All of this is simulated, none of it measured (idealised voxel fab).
Process module, titled voxel self aligned contacts
This is section cut - it's 235 nm across, gridded in 5 nm square cells.
Format of a cross-section: grid, square cells. Given as bands. Order: top down. Band: one or more rows of cells.
Read a band's entry like this: the first values are the height of its top and the height of its bottom in nm, and what follows is the sequence of materials from left to right, each with its width in nm. Note that "empty" is empty space, and that a single material marked "throughout" reaches across the band from edge to edge.
A quick word on heights: they are counted from 0, and under that level the wafer as it came to us is one material throughout. The lowest band is different from the rest in having no bottom; it simply continues downward, written as in "0..down".
A two-number width, for instance "30..40", indicates that the width is equal to the first number in the top row of the band and to the second number in the bottom row, and that it changes by a constant amount per row of cells.
What does "remained unchanged" mean for a step? It means no cell of the cross-section changed in that step.
Empty spaces counting at least 8 cells and having no open way to the top are listed in "Sealed-off cavities". The notation width x height at distance is used for each, the distance being from the left edge and all three values in nm.
Whatever follows a step's settings on its line is a remark the simulator itself makes about that step.
overlay nm: mask offset rightward from planned place, masked step; negative means leftward offset.

# Set out below are the planned steps of the process
1 RECEIVE, material Si
2 CONFORMAL_DEP, material SiO2, thk nm 5
3 DIRECTIONAL_DEP, material polySi, thk nm 20
4 DIRECTIONAL_DEP, material SiN, thk nm 20
5 DIRECTIONAL_DEP, material aC, thk nm 10
6 PATTERN, tone cover, mask id GATE, material resist, width nm 35, pitch nm 75, thk nm 25, overlay nm 0
7 DIRECTIONAL_ETCH, etch materials aC, depth nm 10
8 STRIP, etch materials resist
9 DIRECTIONAL_ETCH, etch materials SiN, depth nm 20
10 DIRECTIONAL_ETCH, etch materials polySi, depth nm 20
11 STRIP, etch materials aC
12 CONFORMAL_DEP, material SiN, thk nm 10
13 DIRECTIONAL_ETCH, etch materials SiN, depth nm 10
14 FILL_DEP, material SiO2, thk nm 20
15 CMP, height nm 55
16 PATTERN, tone open, mask id CONTACT, material resist, width nm 60, pitch nm 75, thk nm 15, overlay nm 0
17 DIRECTIONAL_ETCH, etch materials SiO2, depth nm 55
18 STRIP, etch materials resist
19 CONFORMAL_DEP, material TiN, thk nm 5
20 FILL_DEP, material W, thk nm 5
21 CMP, height nm 55
22 CONFORMAL_DEP, material SiN, thk nm 5

# as received, after step 1
- 0..down = Si throughout
- Sealed-off cavities: none

# Sectioned view, first of two wafers, at the close of the module, processed as intended in the plan
- 60..55 = SiN throughout
- 55..45 = SiO2 50 nm  TiN 5..25 nm  W 50..10 nm  TiN 5..25 nm  SiO2 15 nm  TiN 5..25 nm  W 50..10 nm  TiN 5..25 nm  SiO2 50 nm
- 45..25 = SiO2 15 nm  SiN 55 nm  TiN 5 nm  W 10 nm  TiN 5 nm  SiN 55 nm  TiN 5 nm  W 10 nm  TiN 5 nm  SiN 55 nm  SiO2 15 nm
- 25..5 = SiO2 15 nm  SiN 10 nm  polySi 35 nm  SiN 10 nm  TiN 5 nm  W 10 nm  TiN 5 nm  SiN 10 nm  polySi 35 nm  SiN 10 nm  TiN 5 nm  W 10 nm  TiN 5 nm  SiN 10 nm  polySi 35 nm  SiN 10 nm  SiO2 15 nm
- 5..0 = SiO2 70 nm  TiN 20 nm  SiO2 55 nm  TiN 20 nm  SiO2 70 nm
- 0..down = Si throughout
- Sealed-off cavities: none

# Cross-sectional image of the second wafer of the two following completion of the module. Starting state and process plan were the same as for the first wafer; one execution error occurred
- 60..55 = SiN throughout
- 55..45 = SiO2 50 nm  TiN 5..25 nm  W 50..10 nm  TiN 5..25 nm  SiO2 15 nm  TiN 5..25 nm  W 50..10 nm  TiN 5..25 nm  SiO2 50 nm
- 45..25 = SiO2 15 nm  SiN 55 nm  TiN 5 nm  W 10 nm  TiN 5 nm  SiN 55 nm  TiN 5 nm  W 10 nm  TiN 5 nm  SiN 55 nm  SiO2 15 nm
- 25..10 = SiO2 15 nm  SiN 10 nm  polySi 35 nm  SiN 10 nm  TiN 5 nm  W 10 nm  TiN 5 nm  SiN 10 nm  polySi 35 nm  SiN 10 nm  TiN 5 nm  W 10 nm  TiN 5 nm  SiN 10 nm  polySi 35 nm  SiN 10 nm  SiO2 15 nm
- 10..5 = SiO2 15 nm  SiN 10 nm  polySi 35 nm  SiN 10 nm  TiN 20 nm  SiN 10 nm  polySi 35 nm  SiN 10 nm  TiN 20 nm  SiN 10 nm  polySi 35 nm  SiN 10 nm  SiO2 15 nm
- 5..0 = W throughout
- 0..down = Si throughout
- Sealed-off cavities: none
Deviation noted in wafer processing: for step 2, the planned setting was not used; the step was instead run as CONFORMAL_DEP, material W, thk nm 5
Per the end-of-run cell counts, the second wafer holds more or fewer of some materials than the first: SiO2: 39 fewer | TiN: 4 fewer | W: 43 more
